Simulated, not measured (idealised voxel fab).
process module | voxel fin reveal
cross-section cut | 180 nm wide | cells 5 nm
A cross-section is a grid of square cells, given in bands from the top down. A band is one or more rows of cells.
Each band's line starts with the height of the band's top and of its bottom, in nm. Then come its materials from left to right, each with its width in nm. One material with "throughout" fills the band from edge to edge. "air" is empty space.
Height 0 is the level under which the wafer as received is all one material. The lowest band goes on downwards, as in "0 down".
A width such as "30 to 40" changes by the same amount from each row of cells to the next, from the band's top row to its bottom row.
"no change" after a step means that no cell of the cross-section changed.
closed voids: empty space of 8 cells or more with no open way to the top, each as width x height at its distance from the left edge, in nm
after a step's settings: what the simulator itself notes on the step
overlay nm, on a step with a mask: how far to the right of its planned place the mask lay; to the left if negative
plan
1 op RECEIVE | material Si
2 op CONFORMAL_DEP | material SiN | thk nm 10
3 op MASKED_ETCH | tone cover | mask id FINS | width nm 15 | pitch nm 40 | etch materials SiN | depth nm 10 | overlay nm 0
4 op MASKED_ETCH | tone cover | mask id FINS | width nm 15 | pitch nm 40 | etch materials Si | depth nm 35 | overlay nm 0
5 op OXIDIZE | depth nm 5
6 op FILL_DEP | material SiO2 | thk nm 5
7 op CMP | height nm 10
8 op SELECTIVE_ETCH | etch materials SiO2 | depth nm 25
9 op STRIP | etch materials SiN
10 op CONFORMAL_DEP | material HfO2 | thk nm 5
first wafer, as planned
as received, after step 1
  0 down: Si throughout
  closed voids: none
after step 2
  10 to 0: SiN throughout
  below 0: unchanged
after step 3
  10 to 0: air 60 | SiN 15 | air 25 | SiN 15 | air 65
  below 0: unchanged
after step 4
  10 to 0: air 60 | SiN 15 | air 25 | SiN 15 | air 65
  0 to -35: air 60 | Si 15 | air 25 | Si 15 | air 65
  below -35: unchanged
after step 5
  10 to 0: air 60 | SiN 15 | air 25 | SiN 15 | air 65
  0 to -35: air 60 | SiO2 5 | Si 5 | SiO2 5 | air 25 | SiO2 5 | Si 5 | SiO2 5 | air 65
  -35 to -40: SiO2 65 | Si 5 | SiO2 35 | Si 5 | SiO2 70
  below -40: unchanged
after step 6
  15 to 10: SiO2 throughout
  10 to 0: SiO2 60 | SiN 15 | SiO2 25 | SiN 15 | SiO2 65
  0 to -40: SiO2 65 | Si 5 | SiO2 35 | Si 5 | SiO2 70
  below -40: unchanged
after step 7
  10 to 0: SiO2 60 | SiN 15 | SiO2 25 | SiN 15 | SiO2 65
  below 0: unchanged
after step 8
  10 to 0: air 60 | SiN 15 | air 25 | SiN 15 | air 65
  0 to -15: air 65 | Si 5 | air 35 | Si 5 | air 70
  below -15: unchanged
after step 9
  0 to -15: air 65 | Si 5 | air 35 | Si 5 | air 70
  below -15: unchanged
after step 10
  5 to 0: air 60 | HfO2 15 | air 25 | HfO2 15 | air 65
  0 to -10: air 60 | HfO2 5 | Si 5 | HfO2 5 | air 25 | HfO2 5 | Si 5 | HfO2 5 | air 65
  -10 to -15: HfO2 65 | Si 5 | HfO2 35 | Si 5 | HfO2 70
  below -15: unchanged
second wafer: like start, like plan, one mistake. Through step 9 it matches the first wafer
when step 10 should have ended: no change
what went wrong: step 10 was left out
at the end the second wafer has, in cells: 48 fewer of HfO2
